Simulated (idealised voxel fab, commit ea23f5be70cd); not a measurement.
The following is a process module called voxel released beams.
Displayed cross-section: cut, width of 210 nm, square cells sized 5 nm.
Cross-sections here: square-cell grids, written as top-down lists of bands, a band being one or more rows of cells.
Heads up on the band format: heights come first, top then bottom, in nm. After that it's the materials left to right, each with its width in nm. A single material flagged "everywhere" fills the whole band edge to edge, and "air" means there's empty space there.
Beneath 0, the wafer as received is one material, and that level is where height counting begins. The lowest band goes on downward without a bottom; it is written like "z 0 and below".
Note: "30->40" means the width goes from the first number (top row of the band) to the second number (bottom row) in equal steps per row of cells.
Any step labelled "no modifications" changed none of the cells in the cross-section.
"Catalogued sealed voids" enumerates empty spaces isolated from the top, with no open way to it, that contain at least 8 cells, giving each as width x height at distance from the left edge, all three in nm.
Whatever follows a step's settings on its line is a remark the simulator itself makes about that step.
The "overlay nm" setting may appear on a step's line; for a step that uses a mask, it gives how far to the right of its planned position the mask lay, and a negative value indicates the left.

Process steps (planned):
step 1: RECEIVE [material Si]
step 2: CONFORMAL_DEP [material SiN] [thk nm 10]
step 3: DIRECTIONAL_DEP [material SiO2] [thk nm 15]
step 4: DIRECTIONAL_DEP [material aC] [thk nm 15]
step 5: PATTERN [tone open] [mask id ANCHOR] [material resist] [width nm 45] [thk nm 30] [overlay nm 0]
step 6: DIRECTIONAL_ETCH [etch materials aC] [depth nm 15]
step 7: STRIP [etch materials resist]
step 8: DIRECTIONAL_ETCH [etch materials SiO2] [depth nm 15]
step 9: STRIP [etch materials aC]
step 10: CONFORMAL_DEP [material W] [thk nm 15]
step 11: DIRECTIONAL_DEP [material aC] [thk nm 15]
step 12: PATTERN [tone cover] [mask id BEAM] [material resist] [width nm 120] [thk nm 35] [overlay nm 0]
step 13: DIRECTIONAL_ETCH [etch materials aC] [depth nm 15]
step 14: STRIP [etch materials resist]
step 15: DIRECTIONAL_ETCH [etch materials W] [depth nm 15]
step 16: STRIP [etch materials aC]
step 17: STRIP [etch materials SiO2]

Cross-section of the incoming wafer, state after step 1:
    z 0 and below  Si everywhere
    Catalogued sealed voids: none

Cross-section, end of module. Start: as above. Plan: as above. Execution: one mistake:
    z 30 to 15  air 40 nm; W 20 nm; air 15 nm; W 85 nm; air 50 nm
    z 15 to 0  air 45 nm; W 45 nm; air 120 nm
    z 0 and below  Si everywhere
    Catalogued sealed voids: none
Run error: step 2 from the plan never happened, it was just skipped
